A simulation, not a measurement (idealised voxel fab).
This is a process module. Its name is voxel ribs on slabs.
Each square cell in cross-section cut measures 5 nm, and the section as a whole is 270 nm wide.
Heads up, the way a cross-section reads in here is a grid of square cells, handed over as bands from the top down, with every band being one or more rows of cells. Top, bottom (nm), then materials left to right with widths (nm); lone material tagged "full width" fills the whole band edge to edge; "blank" = empty space. Height reference: 0 = level under which incoming wafer is all one material. Lowest band: no bottom, runs on downward, e.g. "z 0 and below". The expression "30..40" gives the width at the extremes of the band, the first number at its top row of cells and the second at its bottom row, with the width changing by equal amounts from each row to the next in between. Reading "remains unaltered" for a step: not a cell of the cross-section changed in it. In the "Closed void catalog" entry, you get each enclosed empty space of 8 cells or more, one with no open way to the top, written width x height at distance, distance from the left edge, in nm. Past the settings on a step's line: simulator remark, on that step. "overlay nm", when on a step's line for a step with a mask, measures how far to the right of its planned place the mask lay; a negative measure means to the left. Heads up before you read on: it's before/after pairs around one process step each, after side only down to the lowest band that changed, step plus settings under the pair. Pairs can be from different runs of this module, same starting wafer, so only chain a pair onto the one above if its "before" entry says so.

before
	z 0 and below | Si full width
	Closed void catalog: none

Sectional View, Post-Process
	z 25 to 0 | SiO2 full width
	Lower than 0, everything is as it was.
	Closed void catalog: none
For reference, the processing step occurring between the two cross-sections presented above is as follows: DIRECTIONAL_DEP with material SiO2, thk nm 25

before: = after-state of the pair above.

Sectional View, Post-Process
	z 45 to 25 | SiN full width
	Lower than 25, everything is as it was.
	Closed void catalog: none
For reference, the processing step occurring between the two cross-sections presented above is as follows: DIRECTIONAL_DEP with material SiN, thk nm 20

before: = after-state of the pair above.

Sectional View, Post-Process
	z 60 to 45 | blank 120 nm  resist 30 nm  blank 120 nm
	Lower than 45, everything is as it was.
	Closed void catalog: none
For reference, the processing step occurring between the two cross-sections presented above is as follows: PATTERN with tone cover, mask id RIB, material resist, width nm 30, thk nm 15, overlay nm 0

before: = after-state of the pair above.

Sectional View, Post-Process
	z 60 to 45 | blank 120 nm  resist 30 nm  blank 120 nm
	z 45 to 30 | blank 120 nm  SiN 30 nm  blank 120 nm
	Lower than 30, everything is as it was.
	Closed void catalog: none
For reference, the processing step occurring between the two cross-sections presented above is as follows: DIRECTIONAL_ETCH with etch materials SiN, depth nm 15

before: = after-state of the pair above.

Sectional View, Post-Process
	z 45 to 30 | blank 120 nm  SiN 30 nm  blank 120 nm
	Lower than 30, everything is as it was.
	Closed void catalog: none
For reference, the processing step occurring between the two cross-sections presented above is as follows: STRIP with etch materials resist

before: = after-state of the pair above.

Sectional View, Post-Process
	z 45 to 30 | blank 120 nm  SiN 30 nm  blank 120 nm
	z 30 to 25 | blank 95 nm  SiN 80 nm  blank 95 nm
	Lower than 25, everything is as it was.
	Closed void catalog: none
For reference, the processing step occurring between the two cross-sections presented above is as follows: MASKED_ETCH with tone cover, mask id SLAB, width nm 80, etch materials SiN, depth nm 5, overlay nm 0

before: = after-state of the pair above.

Sectional View, Post-Process
	z 70 to 45 | SiO2 full width
	z 45 to 30 | SiO2 120 nm  SiN 30 nm  SiO2 120 nm
	z 30 to 25 | SiO2 95 nm  SiN 80 nm  SiO2 95 nm
	Lower than 25, everything is as it was.
	Closed void catalog: none
For reference, the processing step occurring between the two cross-sections presented above is as follows: FILL_DEP with material SiO2, thk nm 25

before: = after-state of the pair above.

Sectional View, Post-Process
	z 65 to 45 | SiO2 full width
	Lower than 45, everything is as it was.
	Closed void catalog: none
For reference, the processing step occurring between the two cross-sections presented above is as follows: CMP with height nm 65

before: = after-state of the pair above.

Sectional View, Post-Process
	z 70 to 65 | TiN full width
	Lower than 65, everything is as it was.
	Closed void catalog: none
For reference, the processing step occurring between the two cross-sections presented above is as follows: DIRECTIONAL_DEP with material TiN, thk nm 5

before: = after-state of the pair above.

Sectional View, Post-Process
	z 85 to 70 | aC full width
	Lower than 70, everything is as it was.
	Closed void catalog: none
For reference, the processing step occurring between the two cross-sections presented above is as follows: DIRECTIONAL_DEP with material aC, thk nm 15

before: = after-state of the pair above.

Sectional View, Post-Process
	z 120 to 85 | blank 115 nm  resist 40 nm  blank 115 nm
	Lower than 85, everything is as it was.
	Closed void catalog: none
For reference, the processing step occurring between the two cross-sections presented above is as follows: PATTERN with tone cover, mask id HEATER, material resist, width nm 40, thk nm 35, overlay nm 0

before: = after-state of the pair above.

Sectional View, Post-Process
	z 105 to 85 | blank 115 nm  resist 40 nm  blank 115 nm
	z 85 to 70 | blank 115 nm  aC 40 nm  blank 115 nm
	Lower than 70, everything is as it was.
	Closed void catalog: none
For reference, the processing step occurring between the two cross-sections presented above is as follows: DIRECTIONAL_ETCH with etch materials aC, depth nm 15

before: = after-state of the pair above.

Sectional View, Post-Process
	z 85 to 70 | blank 115 nm  aC 40 nm  blank 115 nm
	Lower than 70, everything is as it was.
	Closed void catalog: none
For reference, the processing step occurring between the two cross-sections presented above is as follows: STRIP with etch materials resist

before: = after-state of the pair above.

Sectional View, Post-Process
	z 85 to 70 | blank 115 nm  aC 40 nm  blank 115 nm
	z 70 to 65 | blank 115 nm  TiN 40 nm  blank 115 nm
	Lower than 65, everything is as it was.
	Closed void catalog: none
For reference, the processing step occurring between the two cross-sections presented above is as follows: DIRECTIONAL_ETCH with etch materials TiN, depth nm 5

before: = after-state of the pair above.

Sectional View, Post-Process
	z 70 to 65 | blank 115 nm  TiN 40 nm  blank 115 nm
	Lower than 65, everything is as it was.
	Closed void catalog: none
For reference, the processing step occurring between the two cross-sections presented above is as follows: STRIP with etch materials aC

before: = after-state of the pair above.

Sectional View, Post-Process
	z 80 to 75 | blank 105 nm  SiO2 60 nm  blank 105 nm
	z 75 to 70 | SiO2 full width
	z 70 to 65 | SiO2 115 nm  TiN 40 nm  SiO2 115 nm
	Lower than 65, everything is as it was.
	Closed void catalog: none
For reference, the processing step occurring between the two cross-sections presented above is as follows: CONFORMAL_DEP with material SiO2, thk nm 10

before
	z 45 to 25 | SiN full width
	z 25 to 0 | SiO2 full width
	z 0 and below | Si full width
	Closed void catalog: none

Sectional View, Post-Process
	z 65 to 25 | SiN full width
	Lower than 25, everything is as it was.
	Closed void catalog: none
For reference, the processing step occurring between the two cross-sections presented above is as follows: DIRECTIONAL_DEP with material SiN, thk nm 20

before: = after-state of the pair above.

Sectional View, Post-Process
	z 80 to 65 | blank 120 nm  resist 30 nm  blank 120 nm
	Lower than 65, everything is as it was.
	Closed void catalog: none
For reference, the processing step occurring between the two cross-sections presented above is as follows: PATTERN with tone cover, mask id RIB, material resist, width nm 30, thk nm 15, overlay nm 0

before: = after-state of the pair above.

Sectional View, Post-Process
	z 80 to 65 | blank 120 nm  resist 30 nm  blank 120 nm
	z 65 to 50 | blank 120 nm  SiN 30 nm  blank 120 nm
	Lower than 50, everything is as it was.
	Closed void catalog: none
For reference, the processing step occurring between the two cross-sections presented above is as follows: DIRECTIONAL_ETCH with etch materials SiN, depth nm 15

before: = after-state of the pair above.

Sectional View, Post-Process
	z 65 to 50 | blank 120 nm  SiN 30 nm  blank 120 nm
	Lower than 50, everything is as it was.
	Closed void catalog: none
For reference, the processing step occurring between the two cross-sections presented above is as follows: STRIP with etch materials resist

before: = after-state of the pair above.

Sectional View, Post-Process
	z 65 to 50 | blank 120 nm  SiN 30 nm  blank 120 nm
	z 50 to 45 | blank 95 nm  SiN 80 nm  blank 95 nm
	Lower than 45, everything is as it was.
	Closed void catalog: none
For reference, the processing step occurring between the two cross-sections presented above is as follows: MASKED_ETCH with tone cover, mask id SLAB, width nm 80, etch materials SiN, depth nm 5, overlay nm 0

before: = after-state of the pair above.

Sectional View, Post-Process
	z 90 to 65 | SiO2 full width
	z 65 to 50 | SiO2 120 nm  SiN 30 nm  SiO2 120 nm
	z 50 to 45 | SiO2 95 nm  SiN 80 nm  SiO2 95 nm
	Lower than 45, everything is as it was.
	Closed void catalog: none
For reference, the processing step occurring between the two cross-sections presented above is as follows: FILL_DEP with material SiO2, thk nm 25

before: = after-state of the pair above.

Sectional View, Post-Process
	z 65 to 50 | SiO2 120 nm  SiN 30 nm  SiO2 120 nm
	Lower than 50, everything is as it was.
	Closed void catalog: none
For reference, the processing step occurring between the two cross-sections presented above is as follows: CMP with height nm 65

before: = after-state of the pair above.

Sectional View, Post-Process
	z 70 to 65 | TiN full width
	Lower than 65, everything is as it was.
	Closed void catalog: none
For reference, the processing step occurring between the two cross-sections presented above is as follows: DIRECTIONAL_DEP with material TiN, thk nm 5

before: = after-state of the pair above.

Sectional View, Post-Process
	z 85 to 70 | aC full width
	Lower than 70, everything is as it was.
	Closed void catalog: none
For reference, the processing step occurring between the two cross-sections presented above is as follows: DIRECTIONAL_DEP with material aC, thk nm 15

before: = after-state of the pair above.

Sectional View, Post-Process
	z 120 to 85 | blank 115 nm  resist 40 nm  blank 115 nm
	Lower than 85, everything is as it was.
	Closed void catalog: none
For reference, the processing step occurring between the two cross-sections presented above is as follows: PATTERN with tone cover, mask id HEATER, material resist, width nm 40, thk nm 35, overlay nm 0

before: = after-state of the pair above.

Sectional View, Post-Process
	z 105 to 85 | blank 115 nm  resist 40 nm  blank 115 nm
	z 85 to 70 | blank 115 nm  aC 40 nm  blank 115 nm
	Lower than 70, everything is as it was.
	Closed void catalog: none
For reference, the processing step occurring between the two cross-sections presented above is as follows: DIRECTIONAL_ETCH with etch materials aC, depth nm 15

before: = after-state of the pair above.

Sectional View, Post-Process
	z 85 to 70 | blank 115 nm  aC 40 nm  blank 115 nm
	Lower than 70, everything is as it was.
	Closed void catalog: none
For reference, the processing step occurring between the two cross-sections presented above is as follows: STRIP with etch materials resist

before: = after-state of the pair above.

Sectional View, Post-Process
	z 85 to 70 | blank 115 nm  aC 40 nm  blank 115 nm
	z 70 to 65 | blank 115 nm  TiN 40 nm  blank 115 nm
	Lower than 65, everything is as it was.
	Closed void catalog: none
For reference, the processing step occurring between the two cross-sections presented above is as follows: DIRECTIONAL_ETCH with etch materials TiN, depth nm 5

before: = after-state of the pair above.

Sectional View, Post-Process
	z 70 to 65 | blank 115 nm  TiN 40 nm  blank 115 nm
	Lower than 65, everything is as it was.
	Closed void catalog: none
For reference, the processing step occurring between the two cross-sections presented above is as follows: STRIP with etch materials aC

before: = after-state of the pair above.

Sectional View, Post-Process
	z 80 to 75 | blank 105 nm  SiO2 60 nm  blank 105 nm
	z 75 to 70 | SiO2 full width
	z 70 to 65 | SiO2 115 nm  TiN 40 nm  SiO2 115 nm
	Lower than 65, everything is as it was.
	Closed void catalog: none
For reference, the processing step occurring between the two cross-sections presented above is as follows: CONFORMAL_DEP with material SiO2, thk nm 10

before
	z 0 and below | Si full width
	Closed void catalog: none

Sectional View, Post-Process
	z 20 to 0 | SiN full width
	Lower than 0, everything is as it was.
	Closed void catalog: none
For reference, the processing step occurring between the two cross-sections presented above is as follows: DIRECTIONAL_DEP with material SiN, thk nm 20

before: = after-state of the pair above.

Sectional View, Post-Process
	z 45 to 20 | SiO2 full width
	Lower than 20, everything is as it was.
	Closed void catalog: none
For reference, the processing step occurring between the two cross-sections presented above is as follows: DIRECTIONAL_DEP with material SiO2, thk nm 25

before: = after-state of the pair above.

Sectional View, Post-Process
	z 60 to 45 | blank 120 nm  resist 30 nm  blank 120 nm
	Lower than 45, everything is as it was.
	Closed void catalog: none
For reference, the processing step occurring between the two cross-sections presented above is as follows: PATTERN with tone cover, mask id RIB, material resist, width nm 30, thk nm 15, overlay nm 0

before: = after-state of the pair above.

Sectional View, Post-Process
	z 45 to 20 | SiO2 full width
	Lower than 20, everything is as it was.
	Closed void catalog: none
For reference, the processing step occurring between the two cross-sections presented above is as follows: STRIP with etch materials resist

before: = after-state of the pair above.

Sectional View, Post-Process
	z 70 to 20 | SiO2 full width
	Lower than 20, everything is as it was.
	Closed void catalog: none
For reference, the processing step occurring between the two cross-sections presented above is as follows: FILL_DEP with material SiO2, thk nm 25

before: = after-state of the pair above.

Sectional View, Post-Process
	z 65 to 20 | SiO2 full width
	Lower than 20, everything is as it was.
	Closed void catalog: none
For reference, the processing step occurring between the two cross-sections presented above is as follows: CMP with height nm 65

before: = after-state of the pair above.

Sectional View, Post-Process
	z 70 to 65 | TiN full width
	Lower than 65, everything is as it was.
	Closed void catalog: none
For reference, the processing step occurring between the two cross-sections presented above is as follows: DIRECTIONAL_DEP with material TiN, thk nm 5

before: = after-state of the pair above.

Sectional View, Post-Process
	z 85 to 70 | aC full width
	Lower than 70, everything is as it was.
	Closed void catalog: none
For reference, the processing step occurring between the two cross-sections presented above is as follows: DIRECTIONAL_DEP with material aC, thk nm 15

before: = after-state of the pair above.

Sectional View, Post-Process
	z 120 to 85 | blank 115 nm  resist 40 nm  blank 115 nm
	Lower than 85, everything is as it was.
	Closed void catalog: none
For reference, the processing step occurring between the two cross-sections presented above is as follows: PATTERN with tone cover, mask id HEATER, material resist, width nm 40, thk nm 35, overlay nm 0

before: = after-state of the pair above.

Sectional View, Post-Process
	z 105 to 85 | blank 115 nm  resist 40 nm  blank 115 nm
	z 85 to 70 | blank 115 nm  aC 40 nm  blank 115 nm
	Lower than 70, everything is as it was.
	Closed void catalog: none
For reference, the processing step occurring between the two cross-sections presented above is as follows: DIRECTIONAL_ETCH with etch materials aC, depth nm 15

before: = after-state of the pair above.

Sectional View, Post-Process
	z 85 to 70 | blank 115 nm  aC 40 nm  blank 115 nm
	Lower than 70, everything is as it was.
	Closed void catalog: none
For reference, the processing step occurring between the two cross-sections presented above is as follows: STRIP with etch materials resist

before: = after-state of the pair above.

Sectional View, Post-Process
	z 85 to 70 | blank 115 nm  aC 40 nm  blank 115 nm
	z 70 to 65 | blank 115 nm  TiN 40 nm  blank 115 nm
	Lower than 65, everything is as it was.
	Closed void catalog: none
For reference, the processing step occurring between the two cross-sections presented above is as follows: DIRECTIONAL_ETCH with etch materials TiN, depth nm 5

before: = after-state of the pair above.

Sectional View, Post-Process
	z 70 to 65 | blank 115 nm  TiN 40 nm  blank 115 nm
	Lower than 65, everything is as it was.
	Closed void catalog: none
For reference, the processing step occurring between the two cross-sections presented above is as follows: STRIP with etch materials aC

before: = after-state of the pair above.

Sectional View, Post-Process
	z 80 to 75 | blank 105 nm  SiO2 60 nm  blank 105 nm
	z 75 to 70 | SiO2 full width
	z 70 to 65 | SiO2 115 nm  TiN 40 nm  SiO2 115 nm
	Lower than 65, everything is as it was.
	Closed void catalog: none
For reference, the processing step occurring between the two cross-sections presented above is as follows: CONFORMAL_DEP with material SiO2, thk nm 10

before
	z 60 to 45 | blank 120 nm  resist 30 nm  blank 120 nm
	z 45 to 25 | SiN full width
	z 25 to 0 | SiO2 full width
	z 0 and below | Si full width
	Closed void catalog: none

Sectional View, Post-Process
	z 60 to 45 | blank 120 nm  resist 30 nm  blank 120 nm
	z 45 to 40 | blank 120 nm  SiN 30 nm  blank 120 nm
	Lower than 40, everything is as it was.
	Closed void catalog: none
For reference, the processing step occurring between the two cross-sections presented above is as follows: DIRECTIONAL_ETCH with etch materials SiN, depth nm 5

before: = after-state of the pair above.

Sectional View, Post-Process
	z 45 to 40 | blank 120 nm  SiN 30 nm  blank 120 nm
	Lower than 40, everything is as it was.
	Closed void catalog: none
For reference, the processing step occurring between the two cross-sections presented above is as follows: STRIP with etch materials resist

before: = after-state of the pair above.

Sectional View, Post-Process
	z 45 to 35 | blank 120..95 nm  SiN 30..80 nm  blank 120..95 nm
	Lower than 35, everything is as it was.
	Closed void catalog: none
For reference, the processing step occurring between the two cross-sections presented above is as follows: MASKED_ETCH with tone cover, mask id SLAB, width nm 80, etch materials SiN, depth nm 5, overlay nm 0

before: = after-state of the pair above.

Sectional View, Post-Process
	z 70 to 45 | SiO2 full width
	z 45 to 35 | SiO2 120..95 nm  SiN 30..80 nm  SiO2 120..95 nm
	Lower than 35, everything is as it was.
	Closed void catalog: none
For reference, the processing step occurring between the two cross-sections presented above is as follows: FILL_DEP with material SiO2, thk nm 25

before: = after-state of the pair above.

Sectional View, Post-Process
	z 65 to 45 | SiO2 full width
	Lower than 45, everything is as it was.
	Closed void catalog: none
For reference, the processing step occurring between the two cross-sections presented above is as follows: CMP with height nm 65

before: = after-state of the pair above.

Sectional View, Post-Process
	z 70 to 65 | TiN full width
	Lower than 65, everything is as it was.
	Closed void catalog: none
For reference, the processing step occurring between the two cross-sections presented above is as follows: DIRECTIONAL_DEP with material TiN, thk nm 5

before: = after-state of the pair above.

Sectional View, Post-Process
	z 85 to 70 | aC full width
	Lower than 70, everything is as it was.
	Closed void catalog: none
For reference, the processing step occurring between the two cross-sections presented above is as follows: DIRECTIONAL_DEP with material aC, thk nm 15

before: = after-state of the pair above.

Sectional View, Post-Process
	z 120 to 85 | blank 115 nm  resist 40 nm  blank 115 nm
	Lower than 85, everything is as it was.
	Closed void catalog: none
For reference, the processing step occurring between the two cross-sections presented above is as follows: PATTERN with tone cover, mask id HEATER, material resist, width nm 40, thk nm 35, overlay nm 0

before: = after-state of the pair above.

Sectional View, Post-Process
	z 105 to 85 | blank 115 nm  resist 40 nm  blank 115 nm
	z 85 to 70 | blank 115 nm  aC 40 nm  blank 115 nm
	Lower than 70, everything is as it was.
	Closed void catalog: none
For reference, the processing step occurring between the two cross-sections presented above is as follows: DIRECTIONAL_ETCH with etch materials aC, depth nm 15

before: = after-state of the pair above.

Sectional View, Post-Process
	z 85 to 70 | blank 115 nm  aC 40 nm  blank 115 nm
	Lower than 70, everything is as it was.
	Closed void catalog: none
For reference, the processing step occurring between the two cross-sections presented above is as follows: STRIP with etch materials resist

before: = after-state of the pair above.

Sectional View, Post-Process
	z 85 to 70 | blank 115 nm  aC 40 nm  blank 115 nm
	z 70 to 65 | blank 115 nm  TiN 40 nm  blank 115 nm
	Lower than 65, everything is as it was.
	Closed void catalog: none
For reference, the processing step occurring between the two cross-sections presented above is as follows: DIRECTIONAL_ETCH with etch materials TiN, depth nm 5

before: = after-state of the pair above.

Sectional View, Post-Process
	z 70 to 65 | blank 115 nm  TiN 40 nm  blank 115 nm
	Lower than 65, everything is as it was.
	Closed void catalog: none
For reference, the processing step occurring between the two cross-sections presented above is as follows: STRIP with etch materials aC

before: = after-state of the pair above.

Sectional View, Post-Process
	z 80 to 75 | blank 105 nm  SiO2 60 nm  blank 105 nm
	z 75 to 70 | SiO2 full width
	z 70 to 65 | SiO2 115 nm  TiN 40 nm  SiO2 115 nm
	Lower than 65, everything is as it was.
	Closed void catalog: none
For reference, the processing step occurring between the two cross-sections presented above is as follows: CONFORMAL_DEP with material SiO2, thk nm 10

before
	z 45 to 25 | SiN full width
	z 25 to 0 | SiO2 full width
	z 0 and below | Si full width
	Closed void catalog: none

Sectional View, Post-Process
	z 60 to 45 | blank 125 nm  resist 25 nm  blank 120 nm
	Lower than 45, everything is as it was.
	Closed void catalog: none
For reference, the processing step occurring between the two cross-sections presented above is as follows: PATTERN with tone cover, mask id RIB, material resist, width nm 25, thk nm 15, overlay nm 0

before: = after-state of the pair above.

Sectional View, Post-Process
	z 60 to 45 | blank 125 nm  resist 25 nm  blank 120 nm
	z 45 to 30 | blank 125 nm  SiN 25 nm  blank 120 nm
	Lower than 30, everything is as it was.
	Closed void catalog: none
For reference, the processing step occurring between the two cross-sections presented above is as follows: DIRECTIONAL_ETCH with etch materials SiN, depth nm 15

before: = after-state of the pair above.

Sectional View, Post-Process
	z 45 to 30 | blank 125 nm  SiN 25 nm  blank 120 nm
	Lower than 30, everything is as it was.
	Closed void catalog: none
For reference, the processing step occurring between the two cross-sections presented above is as follows: STRIP with etch materials resist

before: = after-state of the pair above.

Sectional View, Post-Process
	z 45 to 30 | blank 125 nm  SiN 25 nm  blank 120 nm
	z 30 to 25 | blank 95 nm  SiN 80 nm  blank 95 nm
	Lower than 25, everything is as it was.
	Closed void catalog: none
For reference, the processing step occurring between the two cross-sections presented above is as follows: MASKED_ETCH with tone cover, mask id SLAB, width nm 80, etch materials SiN, depth nm 5, overlay nm 0

before: = after-state of the pair above.

Sectional View, Post-Process
	z 70 to 45 | SiO2 full width
	z 45 to 30 | SiO2 125 nm  SiN 25 nm  SiO2 120 nm
	z 30 to 25 | SiO2 95 nm  SiN 80 nm  SiO2 95 nm
	Lower than 25, everything is as it was.
	Closed void catalog: none
For reference, the processing step occurring between the two cross-sections presented above is as follows: FILL_DEP with material SiO2, thk nm 25

before: = after-state of the pair above.

Sectional View, Post-Process
	z 65 to 45 | SiO2 full width
	Lower than 45, everything is as it was.
	Closed void catalog: none
For reference, the processing step occurring between the two cross-sections presented above is as follows: CMP with height nm 65

before: = after-state of the pair above.

Sectional View, Post-Process
	z 70 to 65 | TiN full width
	Lower than 65, everything is as it was.
	Closed void catalog: none
For reference, the processing step occurring between the two cross-sections presented above is as follows: DIRECTIONAL_DEP with material TiN, thk nm 5

before: = after-state of the pair above.

Sectional View, Post-Process
	z 85 to 70 | aC full width
	Lower than 70, everything is as it was.
	Closed void catalog: none
For reference, the processing step occurring between the two cross-sections presented above is as follows: DIRECTIONAL_DEP with material aC, thk nm 15

before: = after-state of the pair above.

Sectional View, Post-Process
	z 120 to 85 | blank 115 nm  resist 40 nm  blank 115 nm
	Lower than 85, everything is as it was.
	Closed void catalog: none
For reference, the processing step occurring between the two cross-sections presented above is as follows: PATTERN with tone cover, mask id HEATER, material resist, width nm 40, thk nm 35, overlay nm 0

before: = after-state of the pair above.

Sectional View, Post-Process
	z 105 to 85 | blank 115 nm  resist 40 nm  blank 115 nm
	z 85 to 70 | blank 115 nm  aC 40 nm  blank 115 nm
	Lower than 70, everything is as it was.
	Closed void catalog: none
For reference, the processing step occurring between the two cross-sections presented above is as follows: DIRECTIONAL_ETCH with etch materials aC, depth nm 15

before: = after-state of the pair above.

Sectional View, Post-Process
	z 85 to 70 | blank 115 nm  aC 40 nm  blank 115 nm
	Lower than 70, everything is as it was.
	Closed void catalog: none
For reference, the processing step occurring between the two cross-sections presented above is as follows: STRIP with etch materials resist

before: = after-state of the pair above.

Sectional View, Post-Process
	z 85 to 70 | blank 115 nm  aC 40 nm  blank 115 nm
	z 70 to 65 | blank 115 nm  TiN 40 nm  blank 115 nm
	Lower than 65, everything is as it was.
	Closed void catalog: none
For reference, the processing step occurring between the two cross-sections presented above is as follows: DIRECTIONAL_ETCH with etch materials TiN, depth nm 5

before: = after-state of the pair above.

Sectional View, Post-Process
	z 70 to 65 | blank 115 nm  TiN 40 nm  blank 115 nm
	Lower than 65, everything is as it was.
	Closed void catalog: none
For reference, the processing step occurring between the two cross-sections presented above is as follows: STRIP with etch materials aC

before: = after-state of the pair above.

Sectional View, Post-Process
	z 80 to 75 | blank 105 nm  SiO2 60 nm  blank 105 nm
	z 75 to 70 | SiO2 full width
	z 70 to 65 | SiO2 115 nm  TiN 40 nm  SiO2 115 nm
	Lower than 65, everything is as it was.
	Closed void catalog: none
For reference, the processing step occurring between the two cross-sections presented above is as follows: CONFORMAL_DEP with material SiO2, thk nm 10

before
	z 45 to 30 | blank 120 nm  SiN 30 nm  blank 120 nm
	z 30 to 25 | SiN full width
	z 25 to 0 | SiO2 full width
	z 0 and below | Si full width
	Closed void catalog: none

Sectional View, Post-Process
	z 45 to 30 | blank 120 nm  SiN 30 nm  blank 120 nm
	z 30 to 25 | blank 85 nm  SiN 80 nm  blank 105 nm
	Lower than 25, everything is as it was.
	Closed void catalog: none
For reference, the processing step occurring between the two cross-sections presented above is as follows: MASKED_ETCH with tone cover, mask id SLAB, width nm 80, etch materials SiN, depth nm 5, overlay nm -10

before: = after-state of the pair above.

Sectional View, Post-Process
	z 70 to 45 | SiO2 full width
	z 45 to 30 | SiO2 120 nm  SiN 30 nm  SiO2 120 nm
	z 30 to 25 | SiO2 85 nm  SiN 80 nm  SiO2 105 nm
	Lower than 25, everything is as it was.
	Closed void catalog: none
For reference, the processing step occurring between the two cross-sections presented above is as follows: FILL_DEP with material SiO2, thk nm 25

before: = after-state of the pair above.

Sectional View, Post-Process
	z 65 to 45 | SiO2 full width
	Lower than 45, everything is as it was.
	Closed void catalog: none
For reference, the processing step occurring between the two cross-sections presented above is as follows: CMP with height nm 65

before: = after-state of the pair above.

Sectional View, Post-Process
	z 70 to 65 | TiN full width
	Lower than 65, everything is as it was.
	Closed void catalog: none
For reference, the processing step occurring between the two cross-sections presented above is as follows: DIRECTIONAL_DEP with material TiN, thk nm 5

before: = after-state of the pair above.

Sectional View, Post-Process
	z 85 to 70 | aC full width
	Lower than 70, everything is as it was.
	Closed void catalog: none
For reference, the processing step occurring between the two cross-sections presented above is as follows: DIRECTIONAL_DEP with material aC, thk nm 15

before: = after-state of the pair above.

Sectional View, Post-Process
	z 120 to 85 | blank 115 nm  resist 40 nm  blank 115 nm
	Lower than 85, everything is as it was.
	Closed void catalog: none
For reference, the processing step occurring between the two cross-sections presented above is as follows: PATTERN with tone cover, mask id HEATER, material resist, width nm 40, thk nm 35, overlay nm 0

before: = after-state of the pair above.

Sectional View, Post-Process
	z 105 to 85 | blank 115 nm  resist 40 nm  blank 115 nm
	z 85 to 70 | blank 115 nm  aC 40 nm  blank 115 nm
	Lower than 70, everything is as it was.
	Closed void catalog: none
For reference, the processing step occurring between the two cross-sections presented above is as follows: DIRECTIONAL_ETCH with etch materials aC, depth nm 15

before: = after-state of the pair above.

Sectional View, Post-Process
	z 85 to 70 | blank 115 nm  aC 40 nm  blank 115 nm
	Lower than 70, everything is as it was.
	Closed void catalog: none
For reference, the processing step occurring between the two cross-sections presented above is as follows: STRIP with etch materials resist

before: = after-state of the pair above.

Sectional View, Post-Process
	z 85 to 70 | blank 115 nm  aC 40 nm  blank 115 nm
	z 70 to 65 | blank 115 nm  TiN 40 nm  blank 115 nm
	Lower than 65, everything is as it was.
	Closed void catalog: none
For reference, the processing step occurring between the two cross-sections presented above is as follows: DIRECTIONAL_ETCH with etch materials TiN, depth nm 5

before: = after-state of the pair above.

Sectional View, Post-Process
	z 70 to 65 | blank 115 nm  TiN 40 nm  blank 115 nm
	Lower than 65, everything is as it was.
	Closed void catalog: none
For reference, the processing step occurring between the two cross-sections presented above is as follows: STRIP with etch materials aC

before: = after-state of the pair above.

Sectional View, Post-Process
	z 80 to 75 | blank 105 nm  SiO2 60 nm  blank 105 nm
	z 75 to 70 | SiO2 full width
	z 70 to 65 | SiO2 115 nm  TiN 40 nm  SiO2 115 nm
	Lower than 65, everything is as it was.
	Closed void catalog: none
For reference, the processing step occurring between the two cross-sections presented above is as follows: CONFORMAL_DEP with material SiO2, thk nm 10

before
	z 25 to 0 | SiO2 full width
	z 0 and below | Si full width
	Closed void catalog: none

Sectional View, Post-Process
	z 45 to 25 | aC full width
	Lower than 25, everything is as it was.
	Closed void catalog: none
For reference, the processing step occurring between the two cross-sections presented above is as follows: DIRECTIONAL_DEP with material aC, thk nm 20

before: = after-state of the pair above.

Sectional View, Post-Process
	z 60 to 45 | blank 120 nm  resist 30 nm  blank 120 nm
	Lower than 45, everything is as it was.
	Closed void catalog: none
For reference, the processing step occurring between the two cross-sections presented above is as follows: PATTERN with tone cover, mask id RIB, material resist, width nm 30, thk nm 15, overlay nm 0

before: = after-state of the pair above.

Sectional View, Post-Process
	z 45 to 25 | aC full width
	Lower than 25, everything is as it was.
	Closed void catalog: none
For reference, the processing step occurring between the two cross-sections presented above is as follows: STRIP with etch materials resist

before: = after-state of the pair above.

Sectional View, Post-Process
	z 70 to 45 | SiO2 full width
	Lower than 45, everything is as it was.
	Closed void catalog: none
For reference, the processing step occurring between the two cross-sections presented above is as follows: FILL_DEP with material SiO2, thk nm 25

before: = after-state of the pair above.

Sectional View, Post-Process
	z 65 to 45 | SiO2 full width
	Lower than 45, everything is as it was.
	Closed void catalog: none
For reference, the processing step occurring between the two cross-sections presented above is as follows: CMP with height nm 65

before: = after-state of the pair above.

Sectional View, Post-Process
	z 70 to 65 | TiN full width
	Lower than 65, everything is as it was.
	Closed void catalog: none
For reference, the processing step occurring between the two cross-sections presented above is as follows: DIRECTIONAL_DEP with material TiN, thk nm 5

before: = after-state of the pair above.

Sectional View, Post-Process
	z 85 to 70 | aC full width
	Lower than 70, everything is as it was.
	Closed void catalog: none
For reference, the processing step occurring between the two cross-sections presented above is as follows: DIRECTIONAL_DEP with material aC, thk nm 15

before: = after-state of the pair above.

Sectional View, Post-Process
	z 120 to 85 | blank 115 nm  resist 40 nm  blank 115 nm
	Lower than 85, everything is as it was.
	Closed void catalog: none
For reference, the processing step occurring between the two cross-sections presented above is as follows: PATTERN with tone cover, mask id HEATER, material resist, width nm 40, thk nm 35, overlay nm 0

before: = after-state of the pair above.

Sectional View, Post-Process
	z 105 to 85 | blank 115 nm  resist 40 nm  blank 115 nm
	z 85 to 70 | blank 115 nm  aC 40 nm  blank 115 nm
	Lower than 70, everything is as it was.
	Closed void catalog: none
For reference, the processing step occurring between the two cross-sections presented above is as follows: DIRECTIONAL_ETCH with etch materials aC, depth nm 15

before: = after-state of the pair above.

Sectional View, Post-Process
	z 85 to 70 | blank 115 nm  aC 40 nm  blank 115 nm
	Lower than 70, everything is as it was.
	Closed void catalog: none
For reference, the processing step occurring between the two cross-sections presented above is as follows: STRIP with etch materials resist

before: = after-state of the pair above.

Sectional View, Post-Process
	z 85 to 70 | blank 115 nm  aC 40 nm  blank 115 nm
	z 70 to 65 | blank 115 nm  TiN 40 nm  blank 115 nm
	Lower than 65, everything is as it was.
	Closed void catalog: none
For reference, the processing step occurring between the two cross-sections presented above is as follows: DIRECTIONAL_ETCH with etch materials TiN, depth nm 5

before: = after-state of the pair above.

Sectional View, Post-Process
	z 70 to 65 | blank 115 nm  TiN 40 nm  blank 115 nm
	Lower than 65, everything is as it was.
	Closed void catalog: none
For reference, the processing step occurring between the two cross-sections presented above is as follows: STRIP with etch materials aC

before: = after-state of the pair above.

Sectional View, Post-Process
	z 80 to 75 | blank 105 nm  SiO2 60 nm  blank 105 nm
	z 75 to 70 | SiO2 full width
	z 70 to 65 | SiO2 115 nm  TiN 40 nm  SiO2 115 nm
	Lower than 65, everything is as it was.
	Closed void catalog: none
For reference, the processing step occurring between the two cross-sections presented above is as follows: CONFORMAL_DEP with material SiO2, thk nm 10
